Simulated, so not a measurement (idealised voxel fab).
You're looking at the process module voxel transistor to metal.
Cross-sectional view cut (width: 185 nm; square cell size: 5 nm).
Format of a cross-section: grid, square cells. Given as bands. Order: top down. Band: one or more rows of cells.
This entry defines a band. It first specifies the height of the band's top and the height of its bottom in nm, and then specifies the band's materials from left to right, stating each material with its width in nm. The word "full width" identifies a single material that fills the band from edge to edge, while the word "air" identifies empty space.
Heights are measured from 0, the level below which the as-received wafer is all one material; the lowest band has no bottom and continues downward, written as in "0 down".
So if you see something like "30 to 40" for the width, read it as the top row of the band sitting at the first number and the bottom row at the second, with every row in between moving by the same amount as the last.
A step reported as "same as before" is a step in which no cell of the cross-section changed.
You'll see "Fully sealed voids" listing empty spaces that have no way open to the top, as long as they're 8 cells or more; the notation is width x height at distance, where the distance is from the left edge, and all of it is in nm.
Whatever follows a step's settings on its line is a remark the simulator itself makes about that step.
When a step includes a mask, the "overlay nm" setting on its line states how far to the right of its planned place that mask lay, and negative values state how far to the left.

[List of planned process steps]
| 1 | RECEIVE [material Si] |
| 2 | OXIDIZE [depth nm 5] |
| 3 | CONFORMAL_DEP [material SiN] [thk nm 10] |
| 4 | MASKED_ETCH [tone cover] [mask id ACTIVE] [width nm 115] [etch materials SiN] [depth nm 10] [overlay nm 0] |
| 5 | MASKED_ETCH [tone cover] [mask id ACTIVE] [width nm 115] [etch materials SiO2] [depth nm 5] [overlay nm 0] |
| 6 | MASKED_ETCH [tone cover] [mask id ACTIVE] [width nm 115] [etch materials Si] [depth nm 35] [overlay nm 0] |
| 7 | OXIDIZE [depth nm 5] |
| 8 | FILL_DEP [material SiO2] [thk nm 10] |
| 9 | CMP [height nm 10] |
| 10 | SELECTIVE_ETCH [etch materials SiO2] [depth nm 10] |
| 11 | STRIP [etch materials SiN] |
| 12 | SELECTIVE_ETCH [etch materials SiO2] [depth nm 5] |
| 13 | OXIDIZE [depth nm 5] |
| 14 | DIRECTIONAL_DEP [material polySi] [thk nm 25] |
| 15 | DIRECTIONAL_DEP [material SiCN] [thk nm 15] |
| 16 | PATTERN [tone cover] [mask id GATE] [material resist] [width nm 35] [thk nm 20] [overlay nm 0] |
| 17 | DIRECTIONAL_ETCH [etch materials SiCN] [depth nm 25] |
| 18 | DIRECTIONAL_ETCH [etch materials polySi] [depth nm 35] |
| 19 | STRIP [etch materials resist] |
| 20 | CONFORMAL_DEP [material SiN] [thk nm 10] |
| 21 | DIRECTIONAL_ETCH [etch materials SiN] [depth nm 10] |
| 22 | DIRECTIONAL_ETCH [etch materials SiO2] [depth nm 5] |
| 23 | DIRECTIONAL_ETCH [etch materials Si] [depth nm 15] |
| 24 | EPI [material pSi] [thk nm 15] |
| 25 | FILL_DEP [material SiO2] [thk nm 10] |
| 26 | CMP [height nm 20] |
| 27 | STRIP [etch materials polySi] |
| 28 | SELECTIVE_ETCH [etch materials SiO2] [depth nm 5] |
| 29 | CONFORMAL_DEP [material HfO2] [thk nm 5] |
| 30 | CONFORMAL_DEP [material TiN] [thk nm 5] |
| 31 | FILL_DEP [material W] [thk nm 10] |
| 32 | CMP [height nm 15] |
| 33 | DIRECTIONAL_DEP [material SiO2] [thk nm 10] |
| 34 | PATTERN [tone open] [mask id CONTACT] [material resist] [width nm 15] [pitch nm 80] [thk nm 20] [overlay nm 0] |
| 35 | DIRECTIONAL_ETCH [etch materials SiO2] [depth nm 35] |
| 36 | STRIP [etch materials resist] |
| 37 | CONFORMAL_DEP [material TiN] [thk nm 5] |
| 38 | FILL_DEP [material W] [thk nm 5] |
| 39 | CMP [height nm 25] |
| 40 | CONFORMAL_DEP [material SiN] [thk nm 5] |
| 41 | DIRECTIONAL_DEP [material SiO2] [thk nm 15] |
| 42 | MASKED_ETCH [tone open] [mask id METAL_1] [width nm 15] [pitch nm 80] [etch materials SiO2] [depth nm 15] [overlay nm 0] |
| 43 | MASKED_ETCH [tone open] [mask id METAL_1] [width nm 15] [pitch nm 80] [etch materials SiN] [depth nm 5] [overlay nm 0] |
| 44 | CONFORMAL_DEP [material TiN] [thk nm 5] |
| 45 | FILL_DEP [material Cu] [thk nm 10] |
| 46 | CMP [height nm 45] |
| 47 | CONFORMAL_DEP [material SiCN] [thk nm 5] |
| 48 | DIRECTIONAL_DEP [material SiO2] [thk nm 30] |
| 49 | MASKED_ETCH [tone open] [mask id METAL_2] [width nm 15] [pitch nm 80] [etch materials SiO2] [depth nm 20] [overlay nm 0] |
| 50 | PATTERN [tone open] [mask id METAL_2_HOLES] [material resist] [width nm 15] [pitch nm 80] [thk nm 20] [overlay nm 0] |
| 51 | DIRECTIONAL_ETCH [etch materials SiO2] [depth nm 10] |
| 52 | DIRECTIONAL_ETCH [etch materials SiCN] [depth nm 5] |
| 53 | STRIP [etch materials resist] |
| 54 | CONFORMAL_DEP [material TiN] [thk nm 5] |
| 55 | FILL_DEP [material Cu] [thk nm 10] |
| 56 | CMP [height nm 80] |
| 57 | CONFORMAL_DEP [material SiN] [thk nm 5] |

[First wafer of two (run as planned)]

[Shown in cross-section is the wafer as received, that is, as it stands after step 1]
- 0 down  Si full width
- Fully sealed voids: none

[Presented here is a cross-section of the wafer after step 2 has been performed]
- 0 to -5  SiO2 full width
- Lower than -5, everything is as it was.

[Presented here is a cross-section of the wafer after step 3 has been performed]
- 10 to 0  SiN full width
- Lower than 0, everything is as it was.

[Presented here is a cross-section of the wafer after step 4 has been performed]
- 10 to 0  35 air, 115 SiN, 35 air
- Lower than 0, everything is as it was.

[Presented here is a cross-section of the wafer after step 5 has been performed]
- 10 to 0  35 air, 115 SiN, 35 air
- 0 to -5  35 air, 115 SiO2, 35 air
- Lower than -5, everything is as it was.

[Presented here is a cross-section of the wafer after step 6 has been performed]
- 10 to 0  35 air, 115 SiN, 35 air
- 0 to -5  35 air, 115 SiO2, 35 air
- -5 to -40  35 air, 115 Si, 35 air
- Lower than -40, everything is as it was.

[Presented here is a cross-section of the wafer after step 7 has been performed]
- 10 to 0  35 air, 115 SiN, 35 air
- 0 to -5  35 air, 115 SiO2, 35 air
- -5 to -40  35 air, 5 SiO2, 105 Si, 5 SiO2, 35 air
- -40 to -45  40 SiO2, 105 Si, 40 SiO2
- Lower than -45, everything is as it was.

[Presented here is a cross-section of the wafer after step 8 has been performed]
- 20 to 10  SiO2 full width
- 10 to 0  35 SiO2, 115 SiN, 35 SiO2
- 0 to -5  SiO2 full width
- -5 to -45  40 SiO2, 105 Si, 40 SiO2
- Lower than -45, everything is as it was.

[Presented here is a cross-section of the wafer after step 9 has been performed]
- 10 to 0  35 SiO2, 115 SiN, 35 SiO2
- Lower than 0, everything is as it was.

[Presented here is a cross-section of the wafer after step 10 has been performed]
- 10 to 0  35 air, 115 SiN, 35 air
- Lower than 0, everything is as it was.

[Presented here is a cross-section of the wafer after step 11 has been performed]
- 0 to -5  SiO2 full width
- Lower than -5, everything is as it was.

[Presented here is a cross-section of the wafer after step 12 has been performed]
- -5 to -45  40 SiO2, 105 Si, 40 SiO2
- Lower than -45, everything is as it was.

[Presented here is a cross-section of the wafer after step 13 has been performed]
- -5 to -10  SiO2 full width
- Lower than -10, everything is as it was.

[Presented here is a cross-section of the wafer after step 14 has been performed]
- 20 to -5  polySi full width
- Lower than -5, everything is as it was.

[Presented here is a cross-section of the wafer after step 15 has been performed]
- 35 to 20  SiCN full width
- Lower than 20, everything is as it was.

[Presented here is a cross-section of the wafer after step 16 has been performed]
- 55 to 35  75 air, 35 resist, 75 air
- Lower than 35, everything is as it was.

[Presented here is a cross-section of the wafer after step 17 has been performed]
- 55 to 35  75 air, 35 resist, 75 air
- 35 to 20  75 air, 35 SiCN, 75 air
- Lower than 20, everything is as it was.

[Presented here is a cross-section of the wafer after step 18 has been performed]
- 55 to 35  75 air, 35 resist, 75 air
- 35 to 20  75 air, 35 SiCN, 75 air
- 20 to -5  75 air, 35 polySi, 75 air
- Lower than -5, everything is as it was.

[Presented here is a cross-section of the wafer after step 19 has been performed]
- 35 to 20  75 air, 35 SiCN, 75 air
- Lower than 20, everything is as it was.

[Presented here is a cross-section of the wafer after step 20 has been performed]
- 45 to 35  65 air, 55 SiN, 65 air
- 35 to 20  65 air, 10 SiN, 35 SiCN, 10 SiN, 65 air
- 20 to 5  65 air, 10 SiN, 35 polySi, 10 SiN, 65 air
- 5 to -5  75 SiN, 35 polySi, 75 SiN
- Lower than -5, everything is as it was.

[Presented here is a cross-section of the wafer after step 21 has been performed]
- 35 to 20  65 air, 10 SiN, 35 SiCN, 10 SiN, 65 air
- 20 to -5  65 air, 10 SiN, 35 polySi, 10 SiN, 65 air
- Lower than -5, everything is as it was.

[Presented here is a cross-section of the wafer after step 22 has been performed]
- 35 to 20  65 air, 10 SiN, 35 SiCN, 10 SiN, 65 air
- 20 to -5  65 air, 10 SiN, 35 polySi, 10 SiN, 65 air
- -5 to -10  65 air, 55 SiO2, 65 air
- Lower than -10, everything is as it was.

[Presented here is a cross-section of the wafer after step 23 has been performed]
- 35 to 20  65 air, 10 SiN, 35 SiCN, 10 SiN, 65 air
- 20 to -5  65 air, 10 SiN, 35 polySi, 10 SiN, 65 air
- -5 to -10  65 air, 55 SiO2, 65 air
- -10 to -25  40 SiO2, 25 air, 55 Si, 25 air, 40 SiO2
- Lower than -25, everything is as it was.

[Presented here is a cross-section of the wafer after step 24 has been performed]
- 35 to 20  65 air, 10 SiN, 35 SiCN, 10 SiN, 65 air
- 20 to 5  65 air, 10 SiN, 35 polySi, 10 SiN, 65 air
- 5 to -5  50 air, 15 pSi, 10 SiN, 35 polySi, 10 SiN, 15 pSi, 50 air
- -5 to -10  50 air, 15 pSi, 55 SiO2, 15 pSi, 50 air
- -10 to -25  40 SiO2, 25 pSi, 55 Si, 25 pSi, 40 SiO2
- Lower than -25, everything is as it was.

[Presented here is a cross-section of the wafer after step 25 has been performed]
- 45 to 35  SiO2 full width
- 35 to 20  65 SiO2, 10 SiN, 35 SiCN, 10 SiN, 65 SiO2
- 20 to 5  65 SiO2, 10 SiN, 35 polySi, 10 SiN, 65 SiO2
- 5 to -5  50 SiO2, 15 pSi, 10 SiN, 35 polySi, 10 SiN, 15 pSi, 50 SiO2
- -5 to -10  50 SiO2, 15 pSi, 55 SiO2, 15 pSi, 50 SiO2
- Lower than -10, everything is as it was.

[Presented here is a cross-section of the wafer after step 26 has been performed]
- 20 to 5  65 SiO2, 10 SiN, 35 polySi, 10 SiN, 65 SiO2
- Lower than 5, everything is as it was.

[Presented here is a cross-section of the wafer after step 27 has been performed]
- 20 to 5  65 SiO2, 10 SiN, 35 air, 10 SiN, 65 SiO2
- 5 to -5  50 SiO2, 15 pSi, 10 SiN, 35 air, 10 SiN, 15 pSi, 50 SiO2
- Lower than -5, everything is as it was.

[Presented here is a cross-section of the wafer after step 28 has been performed]
- 20 to 15  65 air, 10 SiN, 35 air, 10 SiN, 65 air
- 15 to 5  65 SiO2, 10 SiN, 35 air, 10 SiN, 65 SiO2
- 5 to -5  50 SiO2, 15 pSi, 10 SiN, 35 air, 10 SiN, 15 pSi, 50 SiO2
- -5 to -10  50 SiO2, 15 pSi, 5 SiO2, 45 air, 5 SiO2, 15 pSi, 50 SiO2
- Lower than -10, everything is as it was.

[Presented here is a cross-section of the wafer after step 29 has been performed]
- 25 to 20  60 air, 20 HfO2, 25 air, 20 HfO2, 60 air
- 20 to 15  65 HfO2, 10 SiN, 5 HfO2, 25 air, 5 HfO2, 10 SiN, 65 HfO2
- 15 to 5  65 SiO2, 10 SiN, 5 HfO2, 25 air, 5 HfO2, 10 SiN, 65 SiO2
- 5 to -5  50 SiO2, 15 pSi, 10 SiN, 5 HfO2, 25 air, 5 HfO2, 10 SiN, 15 pSi, 50 SiO2
- -5 to -10  50 SiO2, 15 pSi, 5 SiO2, 45 HfO2, 5 SiO2, 15 pSi, 50 SiO2
- Lower than -10, everything is as it was.

[Presented here is a cross-section of the wafer after step 30 has been performed]
- 30 to 25  55 air, 30 TiN, 15 air, 30 TiN, 55 air
- 25 to 20  60 TiN, 20 HfO2, 5 TiN, 15 air, 5 TiN, 20 HfO2, 60 TiN
- 20 to 15  65 HfO2, 10 SiN, 5 HfO2, 5 TiN, 15 air, 5 TiN, 5 HfO2, 10 SiN, 65 HfO2
- 15 to 5  65 SiO2, 10 SiN, 5 HfO2, 5 TiN, 15 air, 5 TiN, 5 HfO2, 10 SiN, 65 SiO2
- 5 to 0  50 SiO2, 15 pSi, 10 SiN, 5 HfO2, 5 TiN, 15 air, 5 TiN, 5 HfO2, 10 SiN, 15 pSi, 50 SiO2
- 0 to -5  50 SiO2, 15 pSi, 10 SiN, 5 HfO2, 25 TiN, 5 HfO2, 10 SiN, 15 pSi, 50 SiO2
- Lower than -5, everything is as it was.

[Presented here is a cross-section of the wafer after step 31 has been performed]
- 40 to 30  W full width
- 30 to 25  55 W, 30 TiN, 15 W, 30 TiN, 55 W
- 25 to 20  60 TiN, 20 HfO2, 5 TiN, 15 W, 5 TiN, 20 HfO2, 60 TiN
- 20 to 15  65 HfO2, 10 SiN, 5 HfO2, 5 TiN, 15 W, 5 TiN, 5 HfO2, 10 SiN, 65 HfO2
- 15 to 5  65 SiO2, 10 SiN, 5 HfO2, 5 TiN, 15 W, 5 TiN, 5 HfO2, 10 SiN, 65 SiO2
- 5 to 0  50 SiO2, 15 pSi, 10 SiN, 5 HfO2, 5 TiN, 15 W, 5 TiN, 5 HfO2, 10 SiN, 15 pSi, 50 SiO2
- Lower than 0, everything is as it was.

[Presented here is a cross-section of the wafer after step 32 has been performed]
- 15 to 5  65 SiO2, 10 SiN, 5 HfO2, 5 TiN, 15 W, 5 TiN, 5 HfO2, 10 SiN, 65 SiO2
- Lower than 5, everything is as it was.

[Presented here is a cross-section of the wafer after step 33 has been performed]
- 25 to 15  SiO2 full width
- Lower than 15, everything is as it was.

[Presented here is a cross-section of the wafer after step 34 has been performed]
- 45 to 25  45 resist, 15 air, 65 resist, 15 air, 45 resist
- Lower than 25, everything is as it was.

[Presented here is a cross-section of the wafer after step 35 has been performed]
- 45 to 25  45 resist, 15 air, 65 resist, 15 air, 45 resist
- 25 to 15  45 SiO2, 15 air, 65 SiO2, 15 air, 45 SiO2
- 15 to 5  45 SiO2, 15 air, 5 SiO2, 10 SiN, 5 HfO2, 5 TiN, 15 W, 5 TiN, 5 HfO2, 10 SiN, 5 SiO2, 15 air, 45 SiO2
- 5 to 0  45 SiO2, 5 air, 15 pSi, 10 SiN, 5 HfO2, 5 TiN, 15 W, 5 TiN, 5 HfO2, 10 SiN, 15 pSi, 5 air, 45 SiO2
- 0 to -5  45 SiO2, 5 air, 15 pSi, 10 SiN, 5 HfO2, 25 TiN, 5 HfO2, 10 SiN, 15 pSi, 5 air, 45 SiO2
- -5 to -10  45 SiO2, 5 air, 15 pSi, 5 SiO2, 45 HfO2, 5 SiO2, 15 pSi, 5 air, 45 SiO2
- Lower than -10, everything is as it was.

[Presented here is a cross-section of the wafer after step 36 has been performed]
- 25 to 15  45 SiO2, 15 air, 65 SiO2, 15 air, 45 SiO2
- Lower than 15, everything is as it was.

[Presented here is a cross-section of the wafer after step 37 has been performed]
- 30 to 25  50 TiN, 5 air, 75 TiN, 5 air, 50 TiN
- 25 to 15  45 SiO2, 5 TiN, 5 air, 5 TiN, 65 SiO2, 5 TiN, 5 air, 5 TiN, 45 SiO2
- 15 to 10  45 SiO2, 5 TiN, 5 air, 5 TiN, 5 SiO2, 10 SiN, 5 HfO2, 5 TiN, 15 W, 5 TiN, 5 HfO2, 10 SiN, 5 SiO2, 5 TiN, 5 air, 5 TiN, 45 SiO2
- 10 to 5  45 SiO2, 15 TiN, 5 SiO2, 10 SiN, 5 HfO2, 5 TiN, 15 W, 5 TiN, 5 HfO2, 10 SiN, 5 SiO2, 15 TiN, 45 SiO2
- 5 to 0  45 SiO2, 5 TiN, 15 pSi, 10 SiN, 5 HfO2, 5 TiN, 15 W, 5 TiN, 5 HfO2, 10 SiN, 15 pSi, 5 TiN, 45 SiO2
- 0 to -5  45 SiO2, 5 TiN, 15 pSi, 10 SiN, 5 HfO2, 25 TiN, 5 HfO2, 10 SiN, 15 pSi, 5 TiN, 45 SiO2
- -5 to -10  45 SiO2, 5 TiN, 15 pSi, 5 SiO2, 45 HfO2, 5 SiO2, 15 pSi, 5 TiN, 45 SiO2
- Lower than -10, everything is as it was.

[Presented here is a cross-section of the wafer after step 38 has been performed]
- 35 to 30  W full width
- 30 to 25  50 TiN, 5 W, 75 TiN, 5 W, 50 TiN
- 25 to 15  45 SiO2, 5 TiN, 5 W, 5 TiN, 65 SiO2, 5 TiN, 5 W, 5 TiN, 45 SiO2
- 15 to 10  45 SiO2, 5 TiN, 5 W, 5 TiN, 5 SiO2, 10 SiN, 5 HfO2, 5 TiN, 15 W, 5 TiN, 5 HfO2, 10 SiN, 5 SiO2, 5 TiN, 5 W, 5 TiN, 45 SiO2
- Lower than 10, everything is as it was.

[Presented here is a cross-section of the wafer after step 39 has been performed]
- 25 to 15  45 SiO2, 5 TiN, 5 W, 5 TiN, 65 SiO2, 5 TiN, 5 W, 5 TiN, 45 SiO2
- Lower than 15, everything is as it was.

[Presented here is a cross-section of the wafer after step 40 has been performed]
- 30 to 25  SiN full width
- Lower than 25, everything is as it was.

[Presented here is a cross-section of the wafer after step 41 has been performed]
- 45 to 30  SiO2 full width
- Lower than 30, everything is as it was.

[Presented here is a cross-section of the wafer after step 42 has been performed]
- 45 to 30  45 SiO2, 15 air, 65 SiO2, 15 air, 45 SiO2
- Lower than 30, everything is as it was.

[Presented here is a cross-section of the wafer after step 43 has been performed]
- 45 to 30  45 SiO2, 15 air, 65 SiO2, 15 air, 45 SiO2
- 30 to 25  45 SiN, 15 air, 65 SiN, 15 air, 45 SiN
- Lower than 25, everything is as it was.

[Presented here is a cross-section of the wafer after step 44 has been performed]
- 50 to 45  50 TiN, 5 air, 75 TiN, 5 air, 50 TiN
- 45 to 30  45 SiO2, 5 TiN, 5 air, 5 TiN, 65 SiO2, 5 TiN, 5 air, 5 TiN, 45 SiO2
- 30 to 25  45 SiN, 15 TiN, 65 SiN, 15 TiN, 45 SiN
- Lower than 25, everything is as it was.

[Presented here is a cross-section of the wafer after step 45 has been performed]
- 60 to 50  Cu full width
- 50 to 45  50 TiN, 5 Cu, 75 TiN, 5 Cu, 50 TiN
- 45 to 30  45 SiO2, 5 TiN, 5 Cu, 5 TiN, 65 SiO2, 5 TiN, 5 Cu, 5 TiN, 45 SiO2
- Lower than 30, everything is as it was.

[Presented here is a cross-section of the wafer after step 46 has been performed]
- 45 to 30  45 SiO2, 5 TiN, 5 Cu, 5 TiN, 65 SiO2, 5 TiN, 5 Cu, 5 TiN, 45 SiO2
- Lower than 30, everything is as it was.

[Presented here is a cross-section of the wafer after step 47 has been performed]
- 50 to 45  SiCN full width
- Lower than 45, everything is as it was.

[Presented here is a cross-section of the wafer after step 48 has been performed]
- 80 to 50  SiO2 full width
- Lower than 50, everything is as it was.

[Presented here is a cross-section of the wafer after step 49 has been performed]
- 80 to 60  45 SiO2, 15 air, 65 SiO2, 15 air, 45 SiO2
- Lower than 60, everything is as it was.

[Presented here is a cross-section of the wafer after step 50 has been performed]
- 100 to 80  45 resist, 15 air, 65 resist, 15 air, 45 resist
- Lower than 80, everything is as it was.

[Presented here is a cross-section of the wafer after step 51 has been performed]
- 100 to 80  45 resist, 15 air, 65 resist, 15 air, 45 resist
- 80 to 50  45 SiO2, 15 air, 65 SiO2, 15 air, 45 SiO2
- Lower than 50, everything is as it was.

[Presented here is a cross-section of the wafer after step 52 has been performed]
- 100 to 80  45 resist, 15 air, 65 resist, 15 air, 45 resist
- 80 to 50  45 SiO2, 15 air, 65 SiO2, 15 air, 45 SiO2
- 50 to 45  45 SiCN, 15 air, 65 SiCN, 15 air, 45 SiCN
- Lower than 45, everything is as it was.

[Presented here is a cross-section of the wafer after step 53 has been performed]
- 80 to 50  45 SiO2, 15 air, 65 SiO2, 15 air, 45 SiO2
- Lower than 50, everything is as it was.

[Presented here is a cross-section of the wafer after step 54 has been performed]
- 85 to 80  50 TiN, 5 air, 75 TiN, 5 air, 50 TiN
- 80 to 50  45 SiO2, 5 TiN, 5 air, 5 TiN, 65 SiO2, 5 TiN, 5 air, 5 TiN, 45 SiO2
- 50 to 45  45 SiCN, 15 TiN, 65 SiCN, 15 TiN, 45 SiCN
- Lower than 45, everything is as it was.

[Presented here is a cross-section of the wafer after step 55 has been performed]
- 95 to 85  Cu full width
- 85 to 80  50 TiN, 5 Cu, 75 TiN, 5 Cu, 50 TiN
- 80 to 50  45 SiO2, 5 TiN, 5 Cu, 5 TiN, 65 SiO2, 5 TiN, 5 Cu, 5 TiN, 45 SiO2
- Lower than 50, everything is as it was.

[Presented here is a cross-section of the wafer after step 56 has been performed]
- 80 to 50  45 SiO2, 5 TiN, 5 Cu, 5 TiN, 65 SiO2, 5 TiN, 5 Cu, 5 TiN, 45 SiO2
- Lower than 50, everything is as it was.

[Presented here is a cross-section of the wafer after step 57 has been performed]
- 85 to 80  SiN full width
- Lower than 80, everything is as it was.

[Wafer two: like wafer one in start and plan, but with one mistake in execution; identical up to and including step 41]

[Cross-section of the second wafer at the time by which step 42 should have been completed according to the plan]
- 45 to 30  40 SiO2, 15 air, 65 SiO2, 15 air, 50 SiO2
- Lower than 30, everything is as it was.

[Cross-section of the second wafer at the time by which step 43 should have been completed according to the plan]
- 45 to 30  40 SiO2, 15 air, 65 SiO2, 15 air, 50 SiO2
- 30 to 25  45 SiN, 10 air, 70 SiN, 10 air, 50 SiN
- Lower than 25, everything is as it was.

[Cross-section of the second wafer at the time by which step 44 should have been completed according to the plan]
- 50 to 45  45 TiN, 5 air, 75 TiN, 5 air, 55 TiN
- 45 to 35  40 SiO2, 5 TiN, 5 air, 5 TiN, 65 SiO2, 5 TiN, 5 air, 5 TiN, 50 SiO2
- 35 to 30  40 SiO2, 15 TiN, 65 SiO2, 15 TiN, 50 SiO2
- 30 to 25  45 SiN, 10 TiN, 70 SiN, 10 TiN, 50 SiN
- Lower than 25, everything is as it was.

[Cross-section of the second wafer at the time by which step 45 should have been completed according to the plan]
- 60 to 50  Cu full width
- 50 to 45  45 TiN, 5 Cu, 75 TiN, 5 Cu, 55 TiN
- 45 to 35  40 SiO2, 5 TiN, 5 Cu, 5 TiN, 65 SiO2, 5 TiN, 5 Cu, 5 TiN, 50 SiO2
- Lower than 35, everything is as it was.

[Cross-section of the second wafer at the time by which step 46 should have been completed according to the plan]
- 45 to 35  40 SiO2, 5 TiN, 5 Cu, 5 TiN, 65 SiO2, 5 TiN, 5 Cu, 5 TiN, 50 SiO2
- Lower than 35, everything is as it was.

[Cross-section of the second wafer at the time by which step 47 should have been completed according to the plan]
- 50 to 45  SiCN full width
- Lower than 45, everything is as it was.

[Cross-section of the second wafer at the time by which step 48 should have been completed according to the plan]
- 80 to 50  SiO2 full width
- Lower than 50, everything is as it was.

[Cross-section of the second wafer at the time by which step 49 should have been completed according to the plan]
- 80 to 60  45 SiO2, 15 air, 65 SiO2, 15 air, 45 SiO2
- Lower than 60, everything is as it was.

[Cross-section of the second wafer at the time by which step 50 should have been completed according to the plan]
- 100 to 80  45 resist, 15 air, 65 resist, 15 air, 45 resist
- Lower than 80, everything is as it was.

[Cross-section of the second wafer at the time by which step 51 should have been completed according to the plan]
- 100 to 80  45 resist, 15 air, 65 resist, 15 air, 45 resist
- 80 to 50  45 SiO2, 15 air, 65 SiO2, 15 air, 45 SiO2
- Lower than 50, everything is as it was.

[Cross-section of the second wafer at the time by which step 52 should have been completed according to the plan]
- 100 to 80  45 resist, 15 air, 65 resist, 15 air, 45 resist
- 80 to 50  45 SiO2, 15 air, 65 SiO2, 15 air, 45 SiO2
- 50 to 45  45 SiCN, 15 air, 65 SiCN, 15 air, 45 SiCN
- Lower than 45, everything is as it was.

[Cross-section of the second wafer at the time by which step 53 should have been completed according to the plan]
- 80 to 50  45 SiO2, 15 air, 65 SiO2, 15 air, 45 SiO2
- Lower than 50, everything is as it was.

[Cross-section of the second wafer at the time by which step 54 should have been completed according to the plan]
- 85 to 80  50 TiN, 5 air, 75 TiN, 5 air, 50 TiN
- 80 to 50  45 SiO2, 5 TiN, 5 air, 5 TiN, 65 SiO2, 5 TiN, 5 air, 5 TiN, 45 SiO2
- 50 to 45  45 SiCN, 15 TiN, 65 SiCN, 15 TiN, 45 SiCN
- Lower than 45, everything is as it was.

[Cross-section of the second wafer at the time by which step 55 should have been completed according to the plan]
- 95 to 85  Cu full width
- 85 to 80  50 TiN, 5 Cu, 75 TiN, 5 Cu, 50 TiN
- 80 to 50  45 SiO2, 5 TiN, 5 Cu, 5 TiN, 65 SiO2, 5 TiN, 5 Cu, 5 TiN, 45 SiO2
- Lower than 50, everything is as it was.

[Cross-section of the second wafer at the time by which step 56 should have been completed according to the plan]
- 80 to 50  45 SiO2, 5 TiN, 5 Cu, 5 TiN, 65 SiO2, 5 TiN, 5 Cu, 5 TiN, 45 SiO2
- Lower than 50, everything is as it was.

[Cross-section of the second wafer at the time by which step 57 should have been completed according to the plan]
- 85 to 80  SiN full width
- Lower than 80, everything is as it was.
What was done differently from what was planned? heads up, step 42 didn't go per plan, it actually ran as MASKED_ETCH [tone open] [mask id METAL_1] [width nm 15] [pitch nm 80] [etch materials SiO2] [depth nm 15] [overlay nm -5]
Final comparison by cell count, materials where the second wafer has more or fewer than the first: -2 Cu; +2 SiN
